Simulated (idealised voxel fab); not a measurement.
process module | voxel plated lines
cross-section cut | 195 nm wide | cells 5 nm
A cross-section is a grid of square cells, given in bands from the top down. A band is one or more rows of cells.
Each band's line starts with the height of the band's top and of its bottom, in nm. Then come its materials from left to right, each with its width in nm. One material with "throughout" fills the band from edge to edge. "air" is empty space.
Height 0 is the level under which the wafer as received is all one material. The lowest band goes on downwards, as in "0 down".
A width such as "30 to 40" changes by the same amount from each row of cells to the next, from the band's top row to its bottom row.
"no change" after a step means that no cell of the cross-section changed.
closed voids: empty space of 8 cells or more with no open way to the top, each as width x height at its distance from the left edge, in nm
after a step's settings: what the simulator itself notes on the step
overlay nm, on a step with a mask: how far to the right of its planned place the mask lay; to the left if negative
plan
1 op RECEIVE | material Si
2 op CONFORMAL_DEP | material SiN | thk nm 10
3 op DIRECTIONAL_DEP | material TiN | thk nm 5
4 op PATTERN | tone open | mask id LINES | material resist | width nm 15 | pitch nm 35 | thk nm 35 | overlay nm 0
5 op EPI | material Ru | thk nm 10
6 op EPI | material Ru | thk nm 5
7 op EPI | material Ru | thk nm 10
8 op STRIP | etch materials resist
9 op DIRECTIONAL_ETCH | etch materials TiN | depth nm 5
10 op CONFORMAL_DEP | material SiCN | thk nm 5
first wafer, as planned
as received, after step 1
  0 down: Si throughout
  closed voids: none
after step 2
  10 to 0: SiN throughout
  below 0: unchanged
after step 3
  15 to 10: TiN throughout
  below 10: unchanged
after step 4
  50 to 15: resist 70 | air 15 | resist 20 | air 15 | resist 75
  below 15: unchanged
after step 5
  50 to 25: resist 70 | air 15 | resist 20 | air 15 | resist 75
  25 to 15: resist 70 | Ru 15 | resist 20 | Ru 15 | resist 75
  below 15: unchanged
after step 6
  50 to 30: resist 70 | air 15 | resist 20 | air 15 | resist 75
  30 to 15: resist 70 | Ru 15 | resist 20 | Ru 15 | resist 75
  below 15: unchanged
after step 7
  50 to 40: resist 70 | air 15 | resist 20 | air 15 | resist 75
  40 to 15: resist 70 | Ru 15 | resist 20 | Ru 15 | resist 75
  below 15: unchanged
after step 8
  40 to 15: air 70 | Ru 15 | air 20 | Ru 15 | air 75
  below 15: unchanged
after step 9
  40 to 15: air 70 | Ru 15 | air 20 | Ru 15 | air 75
  15 to 10: air 70 | TiN 15 | air 20 | TiN 15 | air 75
  below 10: unchanged
after step 10
  45 to 40: air 65 | SiCN 25 | air 10 | SiCN 25 | air 70
  40 to 15: air 65 | SiCN 5 | Ru 15 | SiCN 5 | air 10 | SiCN 5 | Ru 15 | SiCN 5 | air 70
  15 to 10: SiCN 70 | TiN 15 | SiCN 20 | TiN 15 | SiCN 75
  below 10: unchanged
second wafer: like start, like plan, one mistake. Through step 3 it matches the first wafer
when step 4 should have ended: no change
when step 5 should have ended
  25 to 15: Ru throughout
  below 15: unchanged
when step 6 should have ended
  30 to 15: Ru throughout
  below 15: unchanged
when step 7 should have ended
  40 to 15: Ru throughout
  below 15: unchanged
when step 8 should have ended: no change
when step 9 should have ended: no change
when step 10 should have ended
  45 to 40: SiCN throughout
  below 40: unchanged
what went wrong: step 4 was left out
at the end the second wafer has, in cells: 165 more of Ru | 24 fewer of SiCN | 33 more of TiN
